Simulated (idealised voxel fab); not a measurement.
This section sets out a process module, namely voxel tone inversion.
235 nm wide, 5 nm square cells: that's cross-section cut.
In what follows, cross-sections appear as grids of square cells, described through bands that run from the top down, where every band is one or more rows of cells.
This entry defines a band. It first specifies the height of the band's top and the height of its bottom in nm, and then specifies the band's materials from left to right, stating each material with its width in nm. The word "throughout" identifies a single material that fills the band from edge to edge, while the word "air" identifies empty space.
For the purposes of this specification, 0 denotes the height below which the wafer in its as-received condition is composed wholly of one material, and the lowermost band, lacking a lower limit, extends downward without end, as expressed in "0..down".
You'd read "30..40" like this: the band's top row of cells is as wide as the first number, its bottom row is as wide as the second, and going down, every row changes width by the same amount as the row before did.
When a step is marked "nothing different", none of the cells in the cross-section changed during that step.
"Completely enclosed voids" - sealed voids, min. 8 cells, no opening to top; format: width x height at distance (distance from left edge; nm throughout).
Anything after a step's settings on that line? It's the simulator's own note about the step.
Regarding "overlay nm": on a step with a mask, it is the distance the mask lay to the right of its planned place; a negative value places it to the left.

So here's the lineup of process steps we planned:
1 RECEIVE [material Si]
2 CONFORMAL_DEP [material SiCN] [thk nm 5]
3 DIRECTIONAL_DEP [material aC] [thk nm 25]
4 PATTERN [tone cover] [mask id POSTS] [material resist] [width nm 20] [pitch nm 45] [thk nm 35] [overlay nm 0]
5 DIRECTIONAL_ETCH [etch materials aC] [depth nm 25]
6 STRIP [etch materials resist]
7 FILL_DEP [material lowk] [thk nm 10]
8 CMP [height nm 30]
9 STRIP [etch materials aC]
10 CONFORMAL_DEP [material TiN] [thk nm 5]
11 FILL_DEP [material Ru] [thk nm 10]
12 CMP [height nm 30]
13 CONFORMAL_DEP [material SiCN] [thk nm 5]

First wafer out of two, processed as planned:

Cross-section of the wafer upon arrival, representing the state reached after step 1:
    0..down = Si throughout
    Completely enclosed voids: none

After step 2: wafer cross-section:
    5..0 = SiCN throughout
    Heights below 0 show no change.

After step 3: wafer cross-section:
    30..5 = aC throughout
    Heights below 5 show no change.

After step 4: wafer cross-section:
    65..30 = 60 air; 20 resist; 25 air; 20 resist; 25 air; 20 resist; 65 air
    Heights below 30 show no change.

After step 5: wafer cross-section:
    40..30 = 60 air; 20 resist; 25 air; 20 resist; 25 air; 20 resist; 65 air
    30..5 = 60 air; 20 aC; 25 air; 20 aC; 25 air; 20 aC; 65 air
    Heights below 5 show no change.

After step 6: wafer cross-section:
    30..5 = 60 air; 20 aC; 25 air; 20 aC; 25 air; 20 aC; 65 air
    Heights below 5 show no change.

After step 7: wafer cross-section:
    40..30 = lowk throughout
    30..5 = 60 lowk; 20 aC; 25 lowk; 20 aC; 25 lowk; 20 aC; 65 lowk
    Heights below 5 show no change.

After step 8: wafer cross-section:
    30..5 = 60 lowk; 20 aC; 25 lowk; 20 aC; 25 lowk; 20 aC; 65 lowk
    Heights below 5 show no change.

After step 9: wafer cross-section:
    30..5 = 60 lowk; 20 air; 25 lowk; 20 air; 25 lowk; 20 air; 65 lowk
    Heights below 5 show no change.

After step 10: wafer cross-section:
    35..30 = 65 TiN; 10 air; 35 TiN; 10 air; 35 TiN; 10 air; 70 TiN
    30..10 = 60 lowk; 5 TiN; 10 air; 5 TiN; 25 lowk; 5 TiN; 10 air; 5 TiN; 25 lowk; 5 TiN; 10 air; 5 TiN; 65 lowk
    10..5 = 60 lowk; 20 TiN; 25 lowk; 20 TiN; 25 lowk; 20 TiN; 65 lowk
    Heights below 5 show no change.

After step 11: wafer cross-section:
    45..35 = Ru throughout
    35..30 = 65 TiN; 10 Ru; 35 TiN; 10 Ru; 35 TiN; 10 Ru; 70 TiN
    30..10 = 60 lowk; 5 TiN; 10 Ru; 5 TiN; 25 lowk; 5 TiN; 10 Ru; 5 TiN; 25 lowk; 5 TiN; 10 Ru; 5 TiN; 65 lowk
    Heights below 10 show no change.

After step 12: wafer cross-section:
    30..10 = 60 lowk; 5 TiN; 10 Ru; 5 TiN; 25 lowk; 5 TiN; 10 Ru; 5 TiN; 25 lowk; 5 TiN; 10 Ru; 5 TiN; 65 lowk
    Heights below 10 show no change.

After step 13: wafer cross-section:
    35..30 = SiCN throughout
    Heights below 30 show no change.

Here the second wafer is described. Its start and its plan were those of the first wafer. Its run contained one mistake. Up to and including step 11, it did exactly what the first wafer did:

Second wafer, sectioned view, at step 12's planned end time:
    40..35 = Ru throughout
    Heights below 35 show no change.

Second wafer, sectioned view, at step 13's planned end time:
    45..40 = SiCN throughout
    Heights below 40 show no change.
What was done differently from what was planned? step 12 ran as: CMP [height nm 40]
FYI, end of process, the second wafer has more or fewer cells of some materials than the first: +53 Ru; +41 TiN
